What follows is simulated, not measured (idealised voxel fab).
Process module, titled voxel released beams
Each square cell in cross-section cut measures 5 nm, and the section as a whole is 255 nm wide.
A cross-section is a grid of square cells, given in bands from the top down. A band is one or more rows of cells. This entry defines a band. It first specifies the height of the band's top and the height of its bottom in nm, and then specifies the band's materials from left to right, stating each material with its width in nm. The word "full width" identifies a single material that fills the band from edge to edge, while the word "blank" identifies empty space. For the purposes of this specification, 0 denotes the height below which the wafer in its as-received condition is composed wholly of one material, and the lowermost band, lacking a lower limit, extends downward without end, as expressed in "0..down". Width "30..40": first value at the band's top row of cells, second value at its bottom row, equal change from row to row. Where the words "no modifications" appear for a step, the cross-section shows no cell changed by that step; every cell remained as before. Under "Enclosed void listing" you'll find the enclosed gaps, the ones with no way out to the top, that are 8 cells or bigger; each reads width x height at distance, with distance counted from the left edge, everything in nm. Step line, after settings: the simulator's comment on this step. When a step includes a mask, the "overlay nm" setting on its line states how far to the right of its planned place that mask lay, and negative values state how far to the left.
PLANNED PROCESS STEPS
1 RECEIVE | material Si
2 CONFORMAL_DEP | material Al2O3 | thk nm 10
3 DIRECTIONAL_DEP | material SiO2 | thk nm 10
4 DIRECTIONAL_DEP | material aC | thk nm 15
5 PATTERN | tone open | mask id ANCHOR | material resist | width nm 30 | thk nm 35 | overlay nm 0
6 DIRECTIONAL_ETCH | etch materials aC | depth nm 15
7 STRIP | etch materials resist
8 DIRECTIONAL_ETCH | etch materials SiO2 | depth nm 10
9 STRIP | etch materials aC
10 CONFORMAL_DEP | material SiN | thk nm 10
11 MASKED_ETCH | tone cover | mask id BEAM | width nm 100 | etch materials SiN | depth nm 10 | overlay nm -15
12 STRIP | etch materials SiO2
varied across the wafers: overlay nm of step 11. The plan shows the first wafer's value. All wafers start alike
CUT THROUGH THE FIRST OF SEVERAL WAFERS AS RECEIVED, POST STEP 1
> 0..down | Si full width
> Enclosed void listing: none
EACH WAFER AT THE END: CELLS OF EACH MATERIAL GAINED (+) OR LOST (-) SINCE IT WAS RECEIVED, THEN ITS CLOSED VOIDS
overlay nm -15 | +102 Al2O3 | +48 SiN | Enclosed void listing: none
overlay nm -10 | +102 Al2O3 | +48 SiN | Enclosed void listing: none
overlay nm -5 | +102 Al2O3 | +48 SiN | Enclosed void listing: none
overlay nm 0 | +102 Al2O3 | +48 SiN | Enclosed void listing: none
overlay nm 5 | +102 Al2O3 | +48 SiN | Enclosed void listing: none
overlay nm 10 | +102 Al2O3 | +48 SiN | Enclosed void listing: none
overlay nm 15 | +102 Al2O3 | +48 SiN | Enclosed void listing: none
